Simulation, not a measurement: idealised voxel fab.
The process module presented herein is designated voxel transistor to metal.
Each square cell in cross-section cut measures 5 nm, and the section as a whole is 185 nm wide.
For the purposes of this document, a cross-section shall be understood as a grid of square cells, specified as bands listed in top-to-bottom order, each band consisting of one or more rows of cells. What a band's entry tells you: where the top is and where the bottom is, as heights in nm, and after that what lies inside, material by material from left to right, each with its width in nm. Empty space is written as the word "empty", and a single material marked with the word "all across" occupies the band from edge to edge. For the purposes of this specification, 0 denotes the height below which the wafer in its as-received condition is composed wholly of one material, and the lowermost band, lacking a lower limit, extends downward without end, as expressed in "0..down". Note: "30->40" means the width goes from the first number (top row of the band) to the second number (bottom row) in equal steps per row of cells. You'll sometimes find "nothing altered" written for a step, and that's the way of saying that nowhere in the cross-section did a cell change during that step. "Unvented cavities": empty spaces of 8 cells or more with no open way to the top, each given as width x height at distance, distance from the left edge, all in nm. What comes after the settings on a step's line is commentary from the simulator itself on that step. Steps that use a mask can have "overlay nm" on their line. It says how far the mask sat to the right of where it was meant to be. Negative means to the left.
**Below is the list of planned process steps**
1) RECEIVE [material Si]
2) CONFORMAL_DEP [material SiO2] [thk nm 5]
3) CONFORMAL_DEP [material SiN] [thk nm 10]
4) PATTERN [tone cover] [mask id ACTIVE] [material resist] [width nm 115] [thk nm 20] [overlay nm 0]
5) DIRECTIONAL_ETCH [etch materials SiN] [depth nm 10]
6) DIRECTIONAL_ETCH [etch materials SiO2] [depth nm 5]
7) DIRECTIONAL_ETCH [etch materials Si] [depth nm 35]
8) STRIP [etch materials resist]
9) OXIDIZE [depth nm 5]
10) FILL_DEP [material SiO2] [thk nm 5]
11) CMP [height nm 15]
12) SELECTIVE_ETCH [etch materials SiO2] [depth nm 10]
13) STRIP [etch materials SiN]
14) SELECTIVE_ETCH [etch materials SiO2] [depth nm 5]
15) OXIDIZE [depth nm 5]
16) DIRECTIONAL_DEP [material polySi] [thk nm 25]
17) DIRECTIONAL_DEP [material SiCN] [thk nm 15]
18) MASKED_ETCH [tone cover] [mask id GATE] [width nm 25] [etch materials SiCN] [depth nm 25] [overlay nm 0]
19) MASKED_ETCH [tone cover] [mask id GATE] [width nm 25] [etch materials polySi] [depth nm 35] [overlay nm 0]
20) CONFORMAL_DEP [material SiO2] [thk nm 5]
21) DIRECTIONAL_ETCH [etch materials SiO2] [depth nm 5]
22) CONFORMAL_DEP [material SiN] [thk nm 10]
23) DIRECTIONAL_ETCH [etch materials SiN] [depth nm 10]
24) DIRECTIONAL_ETCH [etch materials SiO2] [depth nm 5]
25) EPI [material pSi] [thk nm 5]
26) FILL_DEP [material SiO2] [thk nm 10]
27) CMP [height nm 25]
28) STRIP [etch materials polySi]
29) SELECTIVE_ETCH [etch materials SiO2] [depth nm 5]
30) CONFORMAL_DEP [material HfO2] [thk nm 5]
31) CONFORMAL_DEP [material TiN] [thk nm 5]
32) FILL_DEP [material W] [thk nm 10]
33) CMP [height nm 20]
34) DIRECTIONAL_DEP [material SiO2] [thk nm 15]
35) PATTERN [tone open] [mask id CONTACT] [material resist] [width nm 15] [pitch nm 80] [thk nm 20] [overlay nm 0]
36) DIRECTIONAL_ETCH [etch materials SiO2] [depth nm 35]
37) STRIP [etch materials resist]
38) CONFORMAL_DEP [material TiN] [thk nm 5]
39) FILL_DEP [material Ru] [thk nm 5]
40) CMP [height nm 35]
41) CONFORMAL_DEP [material SiN] [thk nm 5]
42) DIRECTIONAL_DEP [material lowk] [thk nm 20]
43) MASKED_ETCH [tone open] [mask id METAL_1] [width nm 15] [pitch nm 80] [etch materials lowk] [depth nm 20] [overlay nm 0]
44) MASKED_ETCH [tone open] [mask id METAL_1] [width nm 15] [pitch nm 80] [etch materials SiN] [depth nm 5] [overlay nm 0]
45) CONFORMAL_DEP [material TiN] [thk nm 5]
46) FILL_DEP [material Cu] [thk nm 10]
47) CMP [height nm 60]
48) CONFORMAL_DEP [material SiN] [thk nm 5]
**Wafer cross-section on receipt, i.e. after step 1**
> 0..down: Si all across
> Unvented cavities: none
**Cross-sectional image of the first of two wafers at the end of the module, the run having proceeded as planned**
> 65..60: SiN all across
> 60..40: lowk 45 nm, TiN 5 nm, Cu 5 nm, TiN 5 nm, lowk 65 nm, TiN 5 nm, Cu 5 nm, TiN 5 nm, lowk 45 nm
> 40..35: SiN 45 nm, TiN 15 nm, SiN 65 nm, TiN 15 nm, SiN 45 nm
> 35..20: SiO2 45 nm, TiN 5 nm, Ru 5 nm, TiN 5 nm, SiO2 65 nm, TiN 5 nm, Ru 5 nm, TiN 5 nm, SiO2 45 nm
> 20..5: SiO2 45 nm, TiN 5 nm, Ru 5 nm, TiN 5 nm, SiO2 5 nm, SiN 10 nm, HfO2 5 nm, TiN 5 nm, W 15 nm, TiN 5 nm, HfO2 5 nm, SiN 10 nm, SiO2 5 nm, TiN 5 nm, Ru 5 nm, TiN 5 nm, SiO2 45 nm
> 5..0: SiO2 45 nm, TiN 15 nm, SiO2 5 nm, SiN 10 nm, HfO2 5 nm, TiN 25 nm, HfO2 5 nm, SiN 10 nm, SiO2 5 nm, TiN 15 nm, SiO2 45 nm
> 0..-5: SiO2 35 nm, pSi 30 nm, SiO2 10 nm, HfO2 35 nm, SiO2 10 nm, pSi 30 nm, SiO2 35 nm
> -5..-40: SiO2 40 nm, Si 105 nm, SiO2 40 nm
> -40..down: Si all across
> Unvented cavities: none
**Wafer two, end of module, cross-section. Same start, same plan as wafer one. One mistake in the run**
> 65..60: SiN all across
> 60..40: lowk 45 nm, TiN 5 nm, Cu 5 nm, TiN 5 nm, lowk 65 nm, TiN 5 nm, Cu 5 nm, TiN 5 nm, lowk 45 nm
> 40..35: SiN 45 nm, TiN 15 nm, SiN 65 nm, TiN 15 nm, SiN 45 nm
> 35..20: SiO2 45 nm, TiN 5 nm, Ru 5 nm, TiN 5 nm, SiO2 65 nm, TiN 5 nm, Ru 5 nm, TiN 5 nm, SiO2 45 nm
> 20..5: SiO2 45 nm, TiN 5 nm, Ru 5 nm, TiN 5 nm, SiO2 5 nm, SiN 10 nm, HfO2 5 nm, TiN 5 nm, W 15 nm, TiN 5 nm, HfO2 5 nm, SiN 10 nm, SiO2 5 nm, TiN 5 nm, Ru 5 nm, TiN 5 nm, SiO2 45 nm
> 5..0: SiO2 45 nm, TiN 15 nm, SiO2 5 nm, SiN 10 nm, HfO2 5 nm, TiN 25 nm, HfO2 5 nm, SiN 10 nm, SiO2 5 nm, TiN 15 nm, SiO2 45 nm
> 0..-5: pSi 35 nm, SiO2 40 nm, HfO2 35 nm, SiO2 40 nm, pSi 35 nm
> -5..-40: Si 30 nm, SiO2 125 nm, Si 30 nm
> -40..down: Si all across
> Unvented cavities: none
Run error: for step 4, the planned setting was not used; the step was instead run as PATTERN [tone open] [mask id ACTIVE] [material resist] [width nm 115] [thk nm 20] [overlay nm 0]
Cell-count delta at end, second wafer over first, by material: -63 Si, +61 SiO2, +2 pSi
